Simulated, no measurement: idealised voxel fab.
A process module follows: voxel wiring stack.
We display cut, a cross-section 150 nm in width whose square cells are each 5 nm.
Think of the cross-section as a grid of square cells. We describe it in bands, top to bottom, and each band covers one or more rows of those cells. It is stipulated that each band's entry specify, in nanometres, the height of the top of the band and then that of its bottom, followed by the materials of the band in left-to-right sequence, each together with its width in nanometres. A single material marked by the word "full width" is understood to fill the band from edge to edge; the word "air" is understood to denote empty space. Note: height 0 marks the level under which the wafer is uniformly one material as received. Lowest band unbounded below, written "z 0 and below". The notation "30->40" denotes a width that varies across the rows of cells in the band, beginning at the first number in the top row, finishing at the second number in the bottom row, and changing by an identical amount from each row to the next. "everything unchanged" after a step means that no cell of the cross-section changed. Enclosed voids (no open way to top), threshold 8 cells or more, entry "Closed cavity list", notation width x height at distance, distance from left edge, nm. If you see something after the settings on a step's line, that's the simulator's own remark about that step. Each step line may optionally specify "overlay nm", which for a step with a mask gives the rightward distance between the mask's planned place and where it lay, a negative value indicating the leftward direction. Pairs, read this way: before one process step on the one hand, after it on the other, the after cross-section ending at the lowest band that changed; the step between, settings included, beneath. Same starting wafer throughout, but possibly different runs of this module, so no pair continues from the pair above unless its entry headed "Pre-step view" says so.

Pre-step view
    z 70 to 55  lowk 20 nm, then air 25 nm, then lowk 15 nm, then air 25 nm, then lowk 15 nm, then air 25 nm, then lowk 25 nm
    z 55 to 40  lowk 20 nm, then air 15 nm, then lowk 65 nm, then air 15 nm, then lowk 35 nm
    z 40 to 35  SiCN 20 nm, then air 15 nm, then SiCN 65 nm, then air 15 nm, then SiCN 35 nm
    z 35 to 25  SiO2 20 nm, then TiN 5 nm, then Cu 15 nm, then TiN 5 nm, then SiO2 15 nm, then TiN 5 nm, then Cu 15 nm, then TiN 5 nm, then SiO2 15 nm, then TiN 5 nm, then Cu 15 nm, then TiN 5 nm, then SiO2 25 nm
    z 25 to 20  SiO2 20 nm, then TiN 25 nm, then SiO2 15 nm, then TiN 25 nm, then SiO2 15 nm, then TiN 25 nm, then SiO2 25 nm
    z 20 to 5  SiO2 full width
    z 5 to 0  SiCN full width
    z 0 and below  Si full width
    Closed cavity list: none

Step Outcome
    z 75 to 70  TiN 25 nm, then air 15 nm, then TiN 25 nm, then air 15 nm, then TiN 25 nm, then air 15 nm, then TiN 30 nm
    z 70 to 60  lowk 20 nm, then TiN 5 nm, then air 15 nm, then TiN 5 nm, then lowk 15 nm, then TiN 5 nm, then air 15 nm, then TiN 5 nm, then lowk 15 nm, then TiN 5 nm, then air 15 nm, then TiN 5 nm, then lowk 25 nm
    z 60 to 55  lowk 20 nm, then TiN 5 nm, then air 5 nm, then TiN 15 nm, then lowk 15 nm, then TiN 25 nm, then lowk 15 nm, then TiN 5 nm, then air 5 nm, then TiN 15 nm, then lowk 25 nm
    z 55 to 40  lowk 20 nm, then TiN 5 nm, then air 5 nm, then TiN 5 nm, then lowk 65 nm, then TiN 5 nm, then air 5 nm, then TiN 5 nm, then lowk 35 nm
    z 40 to 35  SiCN 20 nm, then TiN 15 nm, then SiCN 65 nm, then TiN 15 nm, then SiCN 35 nm
    Below a height of 35, the structure has not been altered.
    Closed cavity list: none
The step occurring between the two cross-sections depicted above is identified as CONFORMAL_DEP, material TiN, thk nm 5

Pre-step view: just use the after drawing of the pair above as your starting point.

Step Outcome
    z 85 to 75  Ru full width
    z 75 to 70  TiN 25 nm, then Ru 15 nm, then TiN 25 nm, then Ru 15 nm, then TiN 25 nm, then Ru 15 nm, then TiN 30 nm
    z 70 to 60  lowk 20 nm, then TiN 5 nm, then Ru 15 nm, then TiN 5 nm, then lowk 15 nm, then TiN 5 nm, then Ru 15 nm, then TiN 5 nm, then lowk 15 nm, then TiN 5 nm, then Ru 15 nm, then TiN 5 nm, then lowk 25 nm
    z 60 to 55  lowk 20 nm, then TiN 5 nm, then Ru 5 nm, then TiN 15 nm, then lowk 15 nm, then TiN 25 nm, then lowk 15 nm, then TiN 5 nm, then Ru 5 nm, then TiN 15 nm, then lowk 25 nm
    z 55 to 40  lowk 20 nm, then TiN 5 nm, then Ru 5 nm, then TiN 5 nm, then lowk 65 nm, then TiN 5 nm, then Ru 5 nm, then TiN 5 nm, then lowk 35 nm
    Below a height of 40, the structure has not been altered.
    Closed cavity list: none
The step occurring between the two cross-sections depicted above is identified as FILL_DEP, material Ru, thk nm 10

Pre-step view: just use the after drawing of the pair above as your starting point.

Step Outcome
    z 70 to 60  lowk 20 nm, then TiN 5 nm, then Ru 15 nm, then TiN 5 nm, then lowk 15 nm, then TiN 5 nm, then Ru 15 nm, then TiN 5 nm, then lowk 15 nm, then TiN 5 nm, then Ru 15 nm, then TiN 5 nm, then lowk 25 nm
    Below a height of 60, the structure has not been altered.
    Closed cavity list: none
The step occurring between the two cross-sections depicted above is identified as CMP, height nm 70

Pre-step view: just use the after drawing of the pair above as your starting point.

Step Outcome
    z 75 to 70  SiN full width
    Below a height of 70, the structure has not been altered.
    Closed cavity list: none
The step occurring between the two cross-sections depicted above is identified as CONFORMAL_DEP, material SiN, thk nm 5

Pre-step view
    z 40 to 35  SiCN full width
    z 35 to 20  SiO2 20 nm, then TiN 5 nm, then Cu 15 nm, then TiN 5 nm, then SiO2 15 nm, then TiN 5 nm, then Cu 15 nm, then TiN 5 nm, then SiO2 15 nm, then TiN 5 nm, then Cu 15 nm, then TiN 5 nm, then SiO2 25 nm
    z 20 to 15  SiCN 20 nm, then TiN 25 nm, then SiCN 15 nm, then TiN 25 nm, then SiCN 15 nm, then TiN 25 nm, then SiCN 25 nm
    z 15 to 0  SiO2 full width
    z 0 and below  Si full width
    Closed cavity list: none

Step Outcome
    z 60 to 40  lowk full width
    Below a height of 40, the structure has not been altered.
    Closed cavity list: none
The step occurring between the two cross-sections depicted above is identified as DIRECTIONAL_DEP, material lowk, thk nm 20

Pre-step view: just use the after drawing of the pair above as your starting point.

Step Outcome
    z 75 to 60  aC full width
    Below a height of 60, the structure has not been altered.
    Closed cavity list: none
The step occurring between the two cross-sections depicted above is identified as DIRECTIONAL_DEP, material aC, thk nm 15

Pre-step view: just use the after drawing of the pair above as your starting point.

Step Outcome
    z 105 to 75  resist 20 nm, then air 25 nm, then resist 15 nm, then air 25 nm, then resist 15 nm, then air 25 nm, then resist 25 nm
    Below a height of 75, the structure has not been altered.
    Closed cavity list: none
The step occurring between the two cross-sections depicted above is identified as PATTERN, tone open, mask id METAL_2, material resist, width nm 25, pitch nm 40, thk nm 30, overlay nm 0

Pre-step view: just use the after drawing of the pair above as your starting point.

Step Outcome
    z 90 to 75  resist 20 nm, then air 25 nm, then resist 15 nm, then air 25 nm, then resist 15 nm, then air 25 nm, then resist 25 nm
    z 75 to 60  aC 20 nm, then air 25 nm, then aC 15 nm, then air 25 nm, then aC 15 nm, then air 25 nm, then aC 25 nm
    Below a height of 60, the structure has not been altered.
    Closed cavity list: none
The step occurring between the two cross-sections depicted above is identified as DIRECTIONAL_ETCH, etch materials aC, depth nm 15

Pre-step view: just use the after drawing of the pair above as your starting point.

Step Outcome
    z 75 to 60  aC 20 nm, then air 25 nm, then aC 15 nm, then air 25 nm, then aC 15 nm, then air 25 nm, then aC 25 nm
    Below a height of 60, the structure has not been altered.
    Closed cavity list: none
The step occurring between the two cross-sections depicted above is identified as STRIP, etch materials resist

Pre-step view: just use the after drawing of the pair above as your starting point.

Step Outcome
    z 75 to 60  aC 20 nm, then air 25 nm, then aC 15 nm, then air 25 nm, then aC 15 nm, then air 25 nm, then aC 25 nm
    z 60 to 45  lowk 20 nm, then air 25 nm, then lowk 15 nm, then air 25 nm, then lowk 15 nm, then air 25 nm, then lowk 25 nm
    Below a height of 45, the structure has not been altered.
    Closed cavity list: none
The step occurring between the two cross-sections depicted above is identified as DIRECTIONAL_ETCH, etch materials lowk, depth nm 15

Pre-step view: just use the after drawing of the pair above as your starting point.

Step Outcome
    z 60 to 45  lowk 20 nm, then air 25 nm, then lowk 15 nm, then air 25 nm, then lowk 15 nm, then air 25 nm, then lowk 25 nm
    Below a height of 45, the structure has not been altered.
    Closed cavity list: none
The step occurring between the two cross-sections depicted above is identified as STRIP, etch materials aC

Pre-step view: just use the after drawing of the pair above as your starting point.

Step Outcome
    z 60 to 45  lowk 20 nm, then air 25 nm, then lowk 15 nm, then air 25 nm, then lowk 15 nm, then air 25 nm, then lowk 25 nm
    z 45 to 40  lowk 20 nm, then air 15 nm, then lowk 65 nm, then air 15 nm, then lowk 35 nm
    Below a height of 40, the structure has not been altered.
    Closed cavity list: none
The step occurring between the two cross-sections depicted above is identified as MASKED_ETCH, tone open, mask id METAL_2_HOLES, width nm 15, pitch nm 80, etch materials lowk, depth nm 15, overlay nm 0

Pre-step view: just use the after drawing of the pair above as your starting point.

Step Outcome
    z 60 to 45  lowk 20 nm, then air 25 nm, then lowk 15 nm, then air 25 nm, then lowk 15 nm, then air 25 nm, then lowk 25 nm
    z 45 to 40  lowk 20 nm, then air 15 nm, then lowk 65 nm, then air 15 nm, then lowk 35 nm
    z 40 to 35  SiCN 20 nm, then air 15 nm, then SiCN 65 nm, then air 15 nm, then SiCN 35 nm
    Below a height of 35, the structure has not been altered.
    Closed cavity list: none
The step occurring between the two cross-sections depicted above is identified as MASKED_ETCH, tone open, mask id METAL_2_HOLES, width nm 15, pitch nm 80, etch materials SiCN, depth nm 5, overlay nm 0

Pre-step view: just use the after drawing of the pair above as your starting point.

Step Outcome
    z 65 to 60  TiN 25 nm, then air 15 nm, then TiN 25 nm, then air 15 nm, then TiN 25 nm, then air 15 nm, then TiN 30 nm
    z 60 to 50  lowk 20 nm, then TiN 5 nm, then air 15 nm, then TiN 5 nm, then lowk 15 nm, then TiN 5 nm, then air 15 nm, then TiN 5 nm, then lowk 15 nm, then TiN 5 nm, then air 15 nm, then TiN 5 nm, then lowk 25 nm
    z 50 to 45  lowk 20 nm, then TiN 5 nm, then air 5 nm, then TiN 15 nm, then lowk 15 nm, then TiN 25 nm, then lowk 15 nm, then TiN 5 nm, then air 5 nm, then TiN 15 nm, then lowk 25 nm
    z 45 to 40  lowk 20 nm, then TiN 5 nm, then air 5 nm, then TiN 5 nm, then lowk 65 nm, then TiN 5 nm, then air 5 nm, then TiN 5 nm, then lowk 35 nm
    z 40 to 35  SiCN 20 nm, then TiN 15 nm, then SiCN 65 nm, then TiN 15 nm, then SiCN 35 nm
    Below a height of 35, the structure has not been altered.
    Closed cavity list: none
The step occurring between the two cross-sections depicted above is identified as CONFORMAL_DEP, material TiN, thk nm 5

Pre-step view: just use the after drawing of the pair above as your starting point.

Step Outcome
    z 75 to 65  Ru full width
    z 65 to 60  TiN 25 nm, then Ru 15 nm, then TiN 25 nm, then Ru 15 nm, then TiN 25 nm, then Ru 15 nm, then TiN 30 nm
    z 60 to 50  lowk 20 nm, then TiN 5 nm, then Ru 15 nm, then TiN 5 nm, then lowk 15 nm, then TiN 5 nm, then Ru 15 nm, then TiN 5 nm, then lowk 15 nm, then TiN 5 nm, then Ru 15 nm, then TiN 5 nm, then lowk 25 nm
    z 50 to 45  lowk 20 nm, then TiN 5 nm, then Ru 5 nm, then TiN 15 nm, then lowk 15 nm, then TiN 25 nm, then lowk 15 nm, then TiN 5 nm, then Ru 5 nm, then TiN 15 nm, then lowk 25 nm
    z 45 to 40  lowk 20 nm, then TiN 5 nm, then Ru 5 nm, then TiN 5 nm, then lowk 65 nm, then TiN 5 nm, then Ru 5 nm, then TiN 5 nm, then lowk 35 nm
    Below a height of 40, the structure has not been altered.
    Closed cavity list: none
The step occurring between the two cross-sections depicted above is identified as FILL_DEP, material Ru, thk nm 10

Pre-step view: just use the after drawing of the pair above as your starting point.

Step Outcome
    z 70 to 65  Ru full width
    Below a height of 65, the structure has not been altered.
    Closed cavity list: none
The step occurring between the two cross-sections depicted above is identified as CMP, height nm 70

Pre-step view: just use the after drawing of the pair above as your starting point.

Step Outcome
    z 75 to 70  SiN full width
    Below a height of 70, the structure has not been altered.
    Closed cavity list: none
The step occurring between the two cross-sections depicted above is identified as CONFORMAL_DEP, material SiN, thk nm 5

Pre-step view
    z 85 to 70  aC full width
    z 70 to 40  lowk full width
    z 40 to 35  SiCN full width
    z 35 to 20  SiO2 20 nm, then TiN 5 nm, then Cu 15 nm, then TiN 5 nm, then SiO2 15 nm, then TiN 5 nm, then Cu 15 nm, then TiN 5 nm, then SiO2 15 nm, then TiN 5 nm, then Cu 15 nm, then TiN 5 nm, then SiO2 25 nm
    z 20 to 15  SiCN 20 nm, then TiN 25 nm, then SiCN 15 nm, then TiN 25 nm, then SiCN 15 nm, then TiN 25 nm, then SiCN 25 nm
    z 15 to 0  SiO2 full width
    z 0 and below  Si full width
    Closed cavity list: none

Step Outcome
    z 115 to 85  resist 25 nm, then air 15 nm, then resist 25 nm, then air 15 nm, then resist 25 nm, then air 15 nm, then resist 30 nm
    Below a height of 85, the structure has not been altered.
    Closed cavity list: none
The step occurring between the two cross-sections depicted above is identified as PATTERN, tone open, mask id METAL_2, material resist, width nm 15, pitch nm 40, thk nm 30, overlay nm 0

Pre-step view: just use the after drawing of the pair above as your starting point.

Step Outcome
    z 100 to 85  resist 25 nm, then air 15 nm, then resist 25 nm, then air 15 nm, then resist 25 nm, then air 15 nm, then resist 30 nm
    z 85 to 70  aC 25 nm, then air 15 nm, then aC 25 nm, then air 15 nm, then aC 25 nm, then air 15 nm, then aC 30 nm
    Below a height of 70, the structure has not been altered.
    Closed cavity list: none
The step occurring between the two cross-sections depicted above is identified as DIRECTIONAL_ETCH, etch materials aC, depth nm 15

Pre-step view: just use the after drawing of the pair above as your starting point.

Step Outcome
    z 85 to 70  aC 25 nm, then air 15 nm, then aC 25 nm, then air 15 nm, then aC 25 nm, then air 15 nm, then aC 30 nm
    Below a height of 70, the structure has not been altered.
    Closed cavity list: none
The step occurring between the two cross-sections depicted above is identified as STRIP, etch materials resist

Pre-step view: just use the after drawing of the pair above as your starting point.

Step Outcome
    z 85 to 70  aC 25 nm, then air 15 nm, then aC 25 nm, then air 15 nm, then aC 25 nm, then air 15 nm, then aC 30 nm
    z 70 to 55  lowk 25 nm, then air 15 nm, then lowk 25 nm, then air 15 nm, then lowk 25 nm, then air 15 nm, then lowk 30 nm
    Below a height of 55, the structure has not been altered.
    Closed cavity list: none
The step occurring between the two cross-sections depicted above is identified as DIRECTIONAL_ETCH, etch materials lowk, depth nm 15

Pre-step view: just use the after drawing of the pair above as your starting point.

Step Outcome
    z 70 to 55  lowk 25 nm, then air 15 nm, then lowk 25 nm, then air 15 nm, then lowk 25 nm, then air 15 nm, then lowk 30 nm
    Below a height of 55, the structure has not been altered.
    Closed cavity list: none
The step occurring between the two cross-sections depicted above is identified as STRIP, etch materials aC

Pre-step view: just use the after drawing of the pair above as your starting point.

Step Outcome
    z 70 to 55  lowk 20 nm, then air 20 nm, then lowk 25 nm, then air 15 nm, then lowk 20 nm, then air 20 nm, then lowk 30 nm
    z 55 to 40  lowk 25 nm, then air 10 nm, then lowk 70 nm, then air 10 nm, then lowk 35 nm
    Below a height of 40, the structure has not been altered.
    Closed cavity list: none
The step occurring between the two cross-sections depicted above is identified as MASKED_ETCH, tone open, mask id METAL_2_HOLES, width nm 15, pitch nm 80, etch materials lowk, depth nm 15, overlay nm 0

Pre-step view: just use the after drawing of the pair above as your starting point.

Step Outcome
    z 70 to 55  lowk 20 nm, then air 20 nm, then lowk 25 nm, then air 15 nm, then lowk 20 nm, then air 20 nm, then lowk 30 nm
    z 55 to 40  lowk 25 nm, then air 10 nm, then lowk 70 nm, then air 10 nm, then lowk 35 nm
    z 40 to 35  SiCN 25 nm, then air 10 nm, then SiCN 70 nm, then air 10 nm, then SiCN 35 nm
    Below a height of 35, the structure has not been altered.
    Closed cavity list: none
The step occurring between the two cross-sections depicted above is identified as MASKED_ETCH, tone open, mask id METAL_2_HOLES, width nm 15, pitch nm 80, etch materials SiCN, depth nm 5, overlay nm 0

Pre-step view: just use the after drawing of the pair above as your starting point.

Step Outcome
    z 75 to 70  TiN 25 nm, then air 10 nm, then TiN 35 nm, then air 5 nm, then TiN 30 nm, then air 10 nm, then TiN 35 nm
    z 70 to 60  lowk 20 nm, then TiN 5 nm, then air 10 nm, then TiN 5 nm, then lowk 25 nm, then TiN 5 nm, then air 5 nm, then TiN 5 nm, then lowk 20 nm, then TiN 5 nm, then air 10 nm, then TiN 5 nm, then lowk 30 nm
    z 60 to 55  lowk 20 nm, then TiN 20 nm, then lowk 25 nm, then TiN 15 nm, then lowk 20 nm, then TiN 20 nm, then lowk 30 nm
    z 55 to 40  lowk 25 nm, then TiN 10 nm, then lowk 70 nm, then TiN 10 nm, then lowk 35 nm
    z 40 to 35  SiCN 25 nm, then TiN 10 nm, then SiCN 70 nm, then TiN 10 nm, then SiCN 35 nm
    Below a height of 35, the structure has not been altered.
    Closed cavity list: none
The step occurring between the two cross-sections depicted above is identified as CONFORMAL_DEP, material TiN, thk nm 5

Pre-step view: just use the after drawing of the pair above as your starting point.

Step Outcome
    z 85 to 75  Ru full width
    z 75 to 70  TiN 25 nm, then Ru 10 nm, then TiN 35 nm, then Ru 5 nm, then TiN 30 nm, then Ru 10 nm, then TiN 35 nm
    z 70 to 60  lowk 20 nm, then TiN 5 nm, then Ru 10 nm, then TiN 5 nm, then lowk 25 nm, then TiN 5 nm, then Ru 5 nm, then TiN 5 nm, then lowk 20 nm, then TiN 5 nm, then Ru 10 nm, then TiN 5 nm, then lowk 30 nm
    Below a height of 60, the structure has not been altered.
    Closed cavity list: none
The step occurring between the two cross-sections depicted above is identified as FILL_DEP, material Ru, thk nm 10

Pre-step view: just use the after drawing of the pair above as your starting point.

Step Outcome
    z 70 to 60  lowk 20 nm, then TiN 5 nm, then Ru 10 nm, then TiN 5 nm, then lowk 25 nm, then TiN 5 nm, then Ru 5 nm, then TiN 5 nm, then lowk 20 nm, then TiN 5 nm, then Ru 10 nm, then TiN 5 nm, then lowk 30 nm
    Below a height of 60, the structure has not been altered.
    Closed cavity list: none
The step occurring between the two cross-sections depicted above is identified as CMP, height nm 70

Pre-step view: just use the after drawing of the pair above as your starting point.

Step Outcome
    z 75 to 70  SiN full width
    Below a height of 70, the structure has not been altered.
    Closed cavity list: none
The step occurring between the two cross-sections depicted above is identified as CONFORMAL_DEP, material SiN, thk nm 5

Pre-step view
    z 45 to 35  aC full width
    z 35 to 20  SiO2 full width
    z 20 to 15  SiCN full width
    z 15 to 0  SiO2 full width
    z 0 and below  Si full width
    Closed cavity list: none

Step Outcome
    z 70 to 45  resist 30 nm, then air 25 nm, then resist 15 nm, then air 25 nm, then resist 15 nm, then air 25 nm, then resist 15 nm
    Below a height of 45, the structure has not been altered.
    Closed cavity list: none
The step occurring between the two cross-sections depicted above is identified as PATTERN, tone open, mask id METAL_1, material resist, width nm 25, pitch nm 40, thk nm 25, overlay nm 10

Pre-step view: just use the after drawing of the pair above as your starting point.

Step Outcome
    z 60 to 45  resist 30 nm, then air 25 nm, then resist 15 nm, then air 25 nm, then resist 15 nm, then air 25 nm, then resist 15 nm
    z 45 to 35  aC 30 nm, then air 25 nm, then aC 15 nm, then air 25 nm, then aC 15 nm, then air 25 nm, then aC 15 nm
    Below a height of 35, the structure has not been altered.
    Closed cavity list: none
The step occurring between the two cross-sections depicted above is identified as DIRECTIONAL_ETCH, etch materials aC, depth nm 10

Pre-step view: just use the after drawing of the pair above as your starting point.

Step Outcome
    z 45 to 35  aC 30 nm, then air 25 nm, then aC 15 nm, then air 25 nm, then aC 15 nm, then air 25 nm, then aC 15 nm
    Below a height of 35, the structure has not been altered.
    Closed cavity list: none
The step occurring between the two cross-sections depicted above is identified as STRIP, etch materials resist

Pre-step view: just use the after drawing of the pair above as your starting point.

Step Outcome
    z 45 to 35  aC 30 nm, then air 25 nm, then aC 15 nm, then air 25 nm, then aC 15 nm, then air 25 nm, then aC 15 nm
    z 35 to 20  SiO2 30 nm, then air 25 nm, then SiO2 15 nm, then air 25 nm, then SiO2 15 nm, then air 25 nm, then SiO2 15 nm
    Below a height of 20, the structure has not been altered.
    Closed cavity list: none
The step occurring between the two cross-sections depicted above is identified as DIRECTIONAL_ETCH, etch materials SiO2, depth nm 15

Pre-step view: just use the after drawing of the pair above as your starting point.

Step Outcome
    z 45 to 35  aC 30 nm, then air 25 nm, then aC 15 nm, then air 25 nm, then aC 15 nm, then air 25 nm, then aC 15 nm
    z 35 to 20  SiO2 30 nm, then air 25 nm, then SiO2 15 nm, then air 25 nm, then SiO2 15 nm, then air 25 nm, then SiO2 15 nm
    z 20 to 15  SiCN 30 nm, then air 25 nm, then SiCN 15 nm, then air 25 nm, then SiCN 15 nm, then air 25 nm, then SiCN 15 nm
    Below a height of 15, the structure has not been altered.
    Closed cavity list: none
The step occurring between the two cross-sections depicted above is identified as DIRECTIONAL_ETCH, etch materials SiCN, depth nm 5

Pre-step view: just use the after drawing of the pair above as your starting point.

Step Outcome
    z 35 to 20  SiO2 30 nm, then air 25 nm, then SiO2 15 nm, then air 25 nm, then SiO2 15 nm, then air 25 nm, then SiO2 15 nm
    Below a height of 20, the structure has not been altered.
    Closed cavity list: none
The step occurring between the two cross-sections depicted above is identified as STRIP, etch materials aC

Pre-step view: just use the after drawing of the pair above as your starting point.

Step Outcome
    z 40 to 35  TiN 35 nm, then air 15 nm, then TiN 25 nm, then air 15 nm, then TiN 25 nm, then air 15 nm, then TiN 20 nm
    z 35 to 20  SiO2 30 nm, then TiN 5 nm, then air 15 nm, then TiN 5 nm, then SiO2 15 nm, then TiN 5 nm, then air 15 nm, then TiN 5 nm, then SiO2 15 nm, then TiN 5 nm, then air 15 nm, then TiN 5 nm, then SiO2 15 nm
    z 20 to 15  SiCN 30 nm, then TiN 25 nm, then SiCN 15 nm, then TiN 25 nm, then SiCN 15 nm, then TiN 25 nm, then SiCN 15 nm
    Below a height of 15, the structure has not been altered.
    Closed cavity list: none
The step occurring between the two cross-sections depicted above is identified as CONFORMAL_DEP, material TiN, thk nm 5

Pre-step view: just use the after drawing of the pair above as your starting point.

Step Outcome
    z 45 to 40  Cu full width
    z 40 to 35  TiN 35 nm, then Cu 15 nm, then TiN 25 nm, then Cu 15 nm, then TiN 25 nm, then Cu 15 nm, then TiN 20 nm
    z 35 to 20  SiO2 30 nm, then TiN 5 nm, then Cu 15 nm, then TiN 5 nm, then SiO2 15 nm, then TiN 5 nm, then Cu 15 nm, then TiN 5 nm, then SiO2 15 nm, then TiN 5 nm, then Cu 15 nm, then TiN 5 nm, then SiO2 15 nm
    Below a height of 20, the structure has not been altered.
    Closed cavity list: none
The step occurring between the two cross-sections depicted above is identified as FILL_DEP, material Cu, thk nm 5

Pre-step view: just use the after drawing of the pair above as your starting point.

Step Outcome
    z 35 to 20  SiO2 30 nm, then TiN 5 nm, then Cu 15 nm, then TiN 5 nm, then SiO2 15 nm, then TiN 5 nm, then Cu 15 nm, then TiN 5 nm, then SiO2 15 nm, then TiN 5 nm, then Cu 15 nm, then TiN 5 nm, then SiO2 15 nm
    Below a height of 20, the structure has not been altered.
    Closed cavity list: none
The step occurring between the two cross-sections depicted above is identified as CMP, height nm 35

Pre-step view: just use the after drawing of the pair above as your starting point.

Step Outcome
    z 40 to 35  SiCN full width
    Below a height of 35, the structure has not been altered.
    Closed cavity list: none
The step occurring between the two cross-sections depicted above is identified as CONFORMAL_DEP, material SiCN, thk nm 5

Pre-step view: just use the after drawing of the pair above as your starting point.

Step Outcome
    z 70 to 40  lowk full width
    Below a height of 40, the structure has not been altered.
    Closed cavity list: none
The step occurring between the two cross-sections depicted above is identified as DIRECTIONAL_DEP, material lowk, thk nm 30

Pre-step view: just use the after drawing of the pair above as your starting point.

Step Outcome
    z 85 to 70  aC full width
    Below a height of 70, the structure has not been altered.
    Closed cavity list: none
The step occurring between the two cross-sections depicted above is identified as DIRECTIONAL_DEP, material aC, thk nm 15

Pre-step view: just use the after drawing of the pair above as your starting point.

Step Outcome
    z 115 to 85  resist 20 nm, then air 25 nm, then resist 15 nm, then air 25 nm, then resist 15 nm, then air 25 nm, then resist 25 nm
    Below a height of 85, the structure has not been altered.
    Closed cavity list: none
The step occurring between the two cross-sections depicted above is identified as PATTERN, tone open, mask id METAL_2, material resist, width nm 25, pitch nm 40, thk nm 30, overlay nm 0

Pre-step view: just use the after drawing of the pair above as your starting point.

Step Outcome
    z 100 to 85  resist 20 nm, then air 25 nm, then resist 15 nm, then air 25 nm, then resist 15 nm, then air 25 nm, then resist 25 nm
    z 85 to 70  aC 20 nm, then air 25 nm, then aC 15 nm, then air 25 nm, then aC 15 nm, then air 25 nm, then aC 25 nm
    Below a height of 70, the structure has not been altered.
    Closed cavity list: none
The step occurring between the two cross-sections depicted above is identified as DIRECTIONAL_ETCH, etch materials aC, depth nm 15

Pre-step view: just use the after drawing of the pair above as your starting point.

Step Outcome
    z 85 to 70  aC 20 nm, then air 25 nm, then aC 15 nm, then air 25 nm, then aC 15 nm, then air 25 nm, then aC 25 nm
    Below a height of 70, the structure has not been altered.
    Closed cavity list: none
The step occurring between the two cross-sections depicted above is identified as STRIP, etch materials resist

Pre-step view: just use the after drawing of the pair above as your starting point.

Step Outcome
    z 85 to 70  aC 20 nm, then air 25 nm, then aC 15 nm, then air 25 nm, then aC 15 nm, then air 25 nm, then aC 25 nm
    z 70 to 55  lowk 20 nm, then air 25 nm, then lowk 15 nm, then air 25 nm, then lowk 15 nm, then air 25 nm, then lowk 25 nm
    Below a height of 55, the structure has not been altered.
    Closed cavity list: none
The step occurring between the two cross-sections depicted above is identified as DIRECTIONAL_ETCH, etch materials lowk, depth nm 15

Pre-step view: just use the after drawing of the pair above as your starting point.

Step Outcome
    z 70 to 55  lowk 20 nm, then air 25 nm, then lowk 15 nm, then air 25 nm, then lowk 15 nm, then air 25 nm, then lowk 25 nm
    Below a height of 55, the structure has not been altered.
    Closed cavity list: none
The step occurring between the two cross-sections depicted above is identified as STRIP, etch materials aC

Pre-step view: just use the after drawing of the pair above as your starting point.

Step Outcome
    z 70 to 55  lowk 20 nm, then air 25 nm, then lowk 15 nm, then air 25 nm, then lowk 15 nm, then air 25 nm, then lowk 25 nm
    z 55 to 40  lowk 20 nm, then air 15 nm, then lowk 65 nm, then air 15 nm, then lowk 35 nm
    Below a height of 40, the structure has not been altered.
    Closed cavity list: none
The step occurring between the two cross-sections depicted above is identified as MASKED_ETCH, tone open, mask id METAL_2_HOLES, width nm 15, pitch nm 80, etch materials lowk, depth nm 15, overlay nm 0

Pre-step view: just use the after drawing of the pair above as your starting point.

Step Outcome
    z 70 to 55  lowk 20 nm, then air 25 nm, then lowk 15 nm, then air 25 nm, then lowk 15 nm, then air 25 nm, then lowk 25 nm
    z 55 to 40  lowk 20 nm, then air 15 nm, then lowk 65 nm, then air 15 nm, then lowk 35 nm
    z 40 to 35  SiCN 20 nm, then air 15 nm, then SiCN 65 nm, then air 15 nm, then SiCN 35 nm
    Below a height of 35, the structure has not been altered.
    Closed cavity list: none
The step occurring between the two cross-sections depicted above is identified as MASKED_ETCH, tone open, mask id METAL_2_HOLES, width nm 15, pitch nm 80, etch materials SiCN, depth nm 5, overlay nm 0

Pre-step view: just use the after drawing of the pair above as your starting point.

Step Outcome
    z 75 to 70  TiN 25 nm, then air 15 nm, then TiN 25 nm, then air 15 nm, then TiN 25 nm, then air 15 nm, then TiN 30 nm
    z 70 to 60  lowk 20 nm, then TiN 5 nm, then air 15 nm, then TiN 5 nm, then lowk 15 nm, then TiN 5 nm, then air 15 nm, then TiN 5 nm, then lowk 15 nm, then TiN 5 nm, then air 15 nm, then TiN 5 nm, then lowk 25 nm
    z 60 to 55  lowk 20 nm, then TiN 5 nm, then air 5 nm, then TiN 15 nm, then lowk 15 nm, then TiN 25 nm, then lowk 15 nm, then TiN 5 nm, then air 5 nm, then TiN 15 nm, then lowk 25 nm
    z 55 to 40  lowk 20 nm, then TiN 5 nm, then air 5 nm, then TiN 5 nm, then lowk 65 nm, then TiN 5 nm, then air 5 nm, then TiN 5 nm, then lowk 35 nm
    z 40 to 35  SiCN 20 nm, then TiN 15 nm, then SiCN 65 nm, then TiN 15 nm, then SiCN 35 nm
    Below a height of 35, the structure has not been altered.
    Closed cavity list: none
The step occurring between the two cross-sections depicted above is identified as CONFORMAL_DEP, material TiN, thk nm 5

Pre-step view: just use the after drawing of the pair above as your starting point.

Step Outcome
    z 85 to 75  Ru full width
    z 75 to 70  TiN 25 nm, then Ru 15 nm, then TiN 25 nm, then Ru 15 nm, then TiN 25 nm, then Ru 15 nm, then TiN 30 nm
    z 70 to 60  lowk 20 nm, then TiN 5 nm, then Ru 15 nm, then TiN 5 nm, then lowk 15 nm, then TiN 5 nm, then Ru 15 nm, then TiN 5 nm, then lowk 15 nm, then TiN 5 nm, then Ru 15 nm, then TiN 5 nm, then lowk 25 nm
    z 60 to 55  lowk 20 nm, then TiN 5 nm, then Ru 5 nm, then TiN 15 nm, then lowk 15 nm, then TiN 25 nm, then lowk 15 nm, then TiN 5 nm, then Ru 5 nm, then TiN 15 nm, then lowk 25 nm
    z 55 to 40  lowk 20 nm, then TiN 5 nm, then Ru 5 nm, then TiN 5 nm, then lowk 65 nm, then TiN 5 nm, then Ru 5 nm, then TiN 5 nm, then lowk 35 nm
    Below a height of 40, the structure has not been altered.
    Closed cavity list: none
The step occurring between the two cross-sections depicted above is identified as FILL_DEP, material Ru, thk nm 10

Pre-step view: just use the after drawing of the pair above as your starting point.

Step Outcome
    z 70 to 60  lowk 20 nm, then TiN 5 nm, then Ru 15 nm, then TiN 5 nm, then lowk 15 nm, then TiN 5 nm, then Ru 15 nm, then TiN 5 nm, then lowk 15 nm, then TiN 5 nm, then Ru 15 nm, then TiN 5 nm, then lowk 25 nm
    Below a height of 60, the structure has not been altered.
    Closed cavity list: none
The step occurring between the two cross-sections depicted above is identified as CMP, height nm 70

Pre-step view: just use the after drawing of the pair above as your starting point.

Step Outcome
    z 75 to 70  SiN full width
    Below a height of 70, the structure has not been altered.
    Closed cavity list: none
The step occurring between the two cross-sections depicted above is identified as CONFORMAL_DEP, material SiN, thk nm 5
